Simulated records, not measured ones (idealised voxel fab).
process module | voxel double patterning
cross-section cut | 175 nm wide | cells 5 nm
A cross-section is a grid of square cells, given in bands from the top down. A band is one or more rows of cells.
Each band's line starts with the height of the band's top and of its bottom, in nm. Then come its materials from left to right, each with its width in nm. One material with "throughout" fills the band from edge to edge. "air" is empty space.
Height 0 is the level under which the wafer as received is all one material. The lowest band goes on downwards, as in "0 down".
A width such as "30 to 40" changes by the same amount from each row of cells to the next, from the band's top row to its bottom row.
"no change" after a step means that no cell of the cross-section changed.
closed voids: empty space of 8 cells or more with no open way to the top, each as width x height at its distance from the left edge, in nm
after a step's settings: what the simulator itself notes on the step
overlay nm, on a step with a mask: how far to the right of its planned place the mask lay; to the left if negative
plan
1 op RECEIVE | material Si
2 op CONFORMAL_DEP | material SiO2 | thk nm 10
3 op DIRECTIONAL_DEP | material W | thk nm 10
4 op DIRECTIONAL_DEP | material SiCN | thk nm 5
5 op DIRECTIONAL_DEP | material aC | thk nm 10
6 op PATTERN | tone open | mask id FIRST | material resist | width nm 15 | pitch nm 50 | thk nm 25 | overlay nm 0
7 op DIRECTIONAL_ETCH | etch materials aC | depth nm 10
8 op STRIP | etch materials resist
9 op DIRECTIONAL_ETCH | etch materials SiCN | depth nm 5
10 op STRIP | etch materials aC
11 op PATTERN | tone open | mask id SECOND | material resist | width nm 15 | pitch nm 50 | thk nm 15 | overlay nm 0
12 op DIRECTIONAL_ETCH | etch materials SiCN | depth nm 5
13 op STRIP | etch materials resist
14 op DIRECTIONAL_ETCH | etch materials W | depth nm 10
15 op STRIP | etch materials SiCN
first wafer, as planned
as received, after step 1
  0 down: Si throughout
  closed voids: none
after step 2
  10 to 0: SiO2 throughout
  below 0: unchanged
after step 3
  20 to 10: W throughout
  below 10: unchanged
after step 4
  25 to 20: SiCN throughout
  below 20: unchanged
after step 5
  35 to 25: aC throughout
  below 25: unchanged
after step 6
  60 to 35: resist 30 | air 15 | resist 35 | air 15 | resist 35 | air 15 | resist 30
  below 35: unchanged
after step 7
  50 to 35: resist 30 | air 15 | resist 35 | air 15 | resist 35 | air 15 | resist 30
  35 to 25: aC 30 | air 15 | aC 35 | air 15 | aC 35 | air 15 | aC 30
  below 25: unchanged
after step 8
  35 to 25: aC 30 | air 15 | aC 35 | air 15 | aC 35 | air 15 | aC 30
  below 25: unchanged
after step 9
  35 to 25: aC 30 | air 15 | aC 35 | air 15 | aC 35 | air 15 | aC 30
  25 to 20: SiCN 30 | air 15 | SiCN 35 | air 15 | SiCN 35 | air 15 | SiCN 30
  below 20: unchanged
after step 10
  25 to 20: SiCN 30 | air 15 | SiCN 35 | air 15 | SiCN 35 | air 15 | SiCN 30
  below 20: unchanged
after step 11
  40 to 25: resist 55 | air 15 | resist 35 | air 15 | resist 55
  25 to 20: SiCN 30 | resist 15 | SiCN 35 | resist 15 | SiCN 35 | resist 15 | SiCN 30
  below 20: unchanged
after step 12
  40 to 25: resist 55 | air 15 | resist 35 | air 15 | resist 55
  25 to 20: SiCN 30 | resist 15 | SiCN 10 | air 15 | SiCN 10 | resist 15 | SiCN 10 | air 15 | SiCN 10 | resist 15 | SiCN 30
  below 20: unchanged
after step 13
  25 to 20: SiCN 30 | air 15 | SiCN 10 | air 15 | SiCN 10 | air 15 | SiCN 10 | air 15 | SiCN 10 | air 15 | SiCN 30
  below 20: unchanged
after step 14
  25 to 20: SiCN 30 | air 15 | SiCN 10 | air 15 | SiCN 10 | air 15 | SiCN 10 | air 15 | SiCN 10 | air 15 | SiCN 30
  20 to 10: W 30 | air 15 | W 10 | air 15 | W 10 | air 15 | W 10 | air 15 | W 10 | air 15 | W 30
  below 10: unchanged
after step 15
  20 to 10: W 30 | air 15 | W 10 | air 15 | W 10 | air 15 | W 10 | air 15 | W 10 | air 15 | W 30
  below 10: unchanged
second wafer: like start, like plan, one mistake. Through step 10 it matches the first wafer
when step 11 should have ended
  40 to 25: resist 60 | air 15 | resist 35 | air 15 | resist 50
  25 to 20: SiCN 30 | resist 15 | SiCN 35 | resist 15 | SiCN 35 | resist 15 | SiCN 30
  below 20: unchanged
when step 12 should have ended
  40 to 25: resist 60 | air 15 | resist 35 | air 15 | resist 50
  25 to 20: SiCN 30 | resist 15 | SiCN 15 | air 15 | SiCN 5 | resist 15 | SiCN 15 | air 15 | SiCN 5 | resist 15 | SiCN 30
  below 20: unchanged
when step 13 should have ended
  25 to 20: SiCN 30 | air 15 | SiCN 15 | air 15 | SiCN 5 | air 15 | SiCN 15 | air 15 | SiCN 5 | air 15 | SiCN 30
  below 20: unchanged
when step 14 should have ended
  25 to 20: SiCN 30 | air 15 | SiCN 15 | air 15 | SiCN 5 | air 15 | SiCN 15 | air 15 | SiCN 5 | air 15 | SiCN 30
  20 to 10: W 30 | air 15 | W 15 | air 15 | W 5 | air 15 | W 15 | air 15 | W 5 | air 15 | W 30
  below 10: unchanged
when step 15 should have ended
  20 to 10: W 30 | air 15 | W 15 | air 15 | W 5 | air 15 | W 15 | air 15 | W 5 | air 15 | W 30
  below 10: unchanged
what went wrong: step 11 ran as: op PATTERN | tone open | mask id SECOND | material resist | width nm 15 | pitch nm 50 | thk nm 15 | overlay nm 5
at the end the second wafer has, in cells: as many of each material as the first, in other places
